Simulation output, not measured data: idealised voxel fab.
process module | voxel transistor to metal
cross-section cut | 295 nm wide | cells 5 nm
A cross-section is a grid of square cells, given in bands from the top down. A band is one or more rows of cells.
Each band's line starts with the height of the band's top and of its bottom, in nm. Then come its materials from left to right, each with its width in nm. One material with "throughout" fills the band from edge to edge. "air" is empty space.
Height 0 is the level under which the wafer as received is all one material. The lowest band goes on downwards, as in "0 down".
A width such as "30 to 40" changes by the same amount from each row of cells to the next, from the band's top row to its bottom row.
"no change" after a step means that no cell of the cross-section changed.
closed voids: empty space of 8 cells or more with no open way to the top, each as width x height at its distance from the left edge, in nm
after a step's settings: what the simulator itself notes on the step
overlay nm, on a step with a mask: how far to the right of its planned place the mask lay; to the left if negative
plan
1 op RECEIVE | material Si
2 op CONFORMAL_DEP | material SiO2 | thk nm 5
3 op CONFORMAL_DEP | material SiN | thk nm 10
4 op DIRECTIONAL_DEP | material aC | thk nm 10
5 op PATTERN | tone cover | mask id ACTIVE | material resist | width nm 95 | pitch nm 120 | thk nm 25 | overlay nm 0
6 op DIRECTIONAL_ETCH | etch materials aC | depth nm 10
7 op STRIP | etch materials resist
8 op DIRECTIONAL_ETCH | etch materials SiN | depth nm 10
9 op DIRECTIONAL_ETCH | etch materials SiO2 | depth nm 5
10 op DIRECTIONAL_ETCH | etch materials Si | depth nm 30
11 op STRIP | etch materials aC
12 op FILL_DEP | material SiO2 | thk nm 10
13 op CMP | height nm 15
14 op SELECTIVE_ETCH | etch materials SiO2 | depth nm 5
15 op STRIP | etch materials SiN
16 op SELECTIVE_ETCH | etch materials SiO2 | depth nm 5
17 op OXIDIZE | depth nm 5
18 op DIRECTIONAL_DEP | material polySi | thk nm 20
19 op DIRECTIONAL_DEP | material SiCN | thk nm 10
20 op MASKED_ETCH | tone cover | mask id GATE | width nm 25 | pitch nm 120 | etch materials SiCN | depth nm 20 | overlay nm 0
21 op MASKED_ETCH | tone cover | mask id GATE | width nm 25 | pitch nm 120 | etch materials polySi | depth nm 30 | overlay nm 0
22 op CONFORMAL_DEP | material SiO2 | thk nm 5
23 op DIRECTIONAL_ETCH | etch materials SiO2 | depth nm 5
24 op CONFORMAL_DEP | material SiN | thk nm 5
25 op DIRECTIONAL_ETCH | etch materials SiN | depth nm 5
26 op DIRECTIONAL_ETCH | etch materials SiO2 | depth nm 5
27 op DIRECTIONAL_ETCH | etch materials Si | depth nm 15
28 op EPI | material nSi | thk nm 15
29 op FILL_DEP | material SiO2 | thk nm 10
30 op CMP | height nm 20
31 op STRIP | etch materials polySi
32 op SELECTIVE_ETCH | etch materials SiO2 | depth nm 5
33 op CONFORMAL_DEP | material HfO2 | thk nm 5
34 op CONFORMAL_DEP | material TiN | thk nm 5
35 op FILL_DEP | material W | thk nm 5
36 op CMP | height nm 15
37 op DIRECTIONAL_DEP | material SiO2 | thk nm 10
38 op MASKED_ETCH | tone open | mask id CONTACT | width nm 15 | etch materials SiO2 | depth nm 15 | overlay nm 0
39 op CONFORMAL_DEP | material TiN | thk nm 5
40 op FILL_DEP | material Ru | thk nm 10
41 op CMP | height nm 25
42 op DIRECTIONAL_DEP | material TiN | thk nm 5
43 op DIRECTIONAL_DEP | material Ru | thk nm 20
44 op DIRECTIONAL_DEP | material aC | thk nm 10
45 op PATTERN | tone cover | mask id METAL_1 | material resist | width nm 15 | thk nm 30 | overlay nm 0
46 op DIRECTIONAL_ETCH | etch materials aC | depth nm 10
47 op STRIP | etch materials resist
48 op DIRECTIONAL_ETCH | etch materials Ru | depth nm 20
49 op DIRECTIONAL_ETCH | etch materials TiN | depth nm 5
50 op STRIP | etch materials aC
51 op CONFORMAL_DEP | material SiCN | thk nm 5
52 op FILL_DEP | material SiO2 | thk nm 10
53 op CMP | height nm 50
54 op CONFORMAL_DEP | material SiCN | thk nm 5
as received, after step 1
  0 down: Si throughout
  closed voids: none
a wafer at the end: this start, this plan, one mistake
  55 to 50: SiCN throughout
  50 to 30: SiO2 40 | SiCN 5 | Ru 15 | SiCN 5 | SiO2 45 | SiCN 5 | Ru 15 | SiCN 5 | SiO2 25 | SiCN 5 | Ru 15 | SiCN 5 | SiO2 45 | SiCN 5 | Ru 15 | SiCN 5 | SiO2 40
  30 to 25: SiCN 45 | TiN 15 | SiCN 55 | TiN 15 | SiCN 35 | TiN 15 | SiCN 55 | TiN 15 | SiCN 45
  25 to 15: SiO2 45 | TiN 5 | Ru 5 | TiN 5 | SiO2 55 | TiN 5 | Ru 5 | TiN 5 | SiO2 35 | TiN 5 | Ru 5 | TiN 5 | SiO2 55 | TiN 5 | Ru 5 | TiN 5 | SiO2 45
  15 to 10: SiO2 45 | TiN 15 | SiO2 5 | SiN 5 | HfO2 5 | TiN 5 | W 15 | TiN 5 | HfO2 5 | SiN 5 | SiO2 5 | TiN 15 | SiO2 35 | TiN 15 | SiO2 5 | SiN 5 | HfO2 5 | TiN 5 | W 15 | TiN 5 | HfO2 5 | SiN 5 | SiO2 5 | TiN 15 | SiO2 45
  10 to 5: SiO2 50 | nSi 15 | SiN 5 | HfO2 5 | TiN 5 | W 15 | TiN 5 | HfO2 5 | SiN 5 | nSi 15 | SiO2 45 | nSi 15 | SiN 5 | HfO2 5 | TiN 5 | W 15 | TiN 5 | HfO2 5 | SiN 5 | nSi 15 | SiO2 50
  5 to 0: SiO2 35 | SiN 5 | nSi 25 | SiN 5 | HfO2 5 | TiN 25 | HfO2 5 | SiN 5 | nSi 25 | SiN 5 | SiO2 15 | SiN 5 | nSi 25 | SiN 5 | HfO2 5 | TiN 25 | HfO2 5 | SiN 5 | nSi 25 | SiN 5 | SiO2 35
  0 to -5: SiO2 40 | nSi 25 | SiO2 5 | HfO2 35 | SiO2 5 | nSi 25 | SiO2 25 | nSi 25 | SiO2 5 | HfO2 35 | SiO2 5 | nSi 25 | SiO2 40
  -5 to -10: SiO2 45 | nSi 20 | Si 45 | nSi 20 | SiO2 35 | nSi 20 | Si 45 | nSi 20 | SiO2 45
  -10 to -20: SiO2 40 | Si 5 | nSi 20 | Si 45 | nSi 20 | Si 5 | SiO2 25 | Si 5 | nSi 20 | Si 45 | nSi 20 | Si 5 | SiO2 40
  -20 to -30: SiO2 40 | Si 95 | SiO2 25 | Si 95 | SiO2 40
  -30 down: Si throughout
  closed voids: none
what went wrong: steps 14 and 15 were swapped
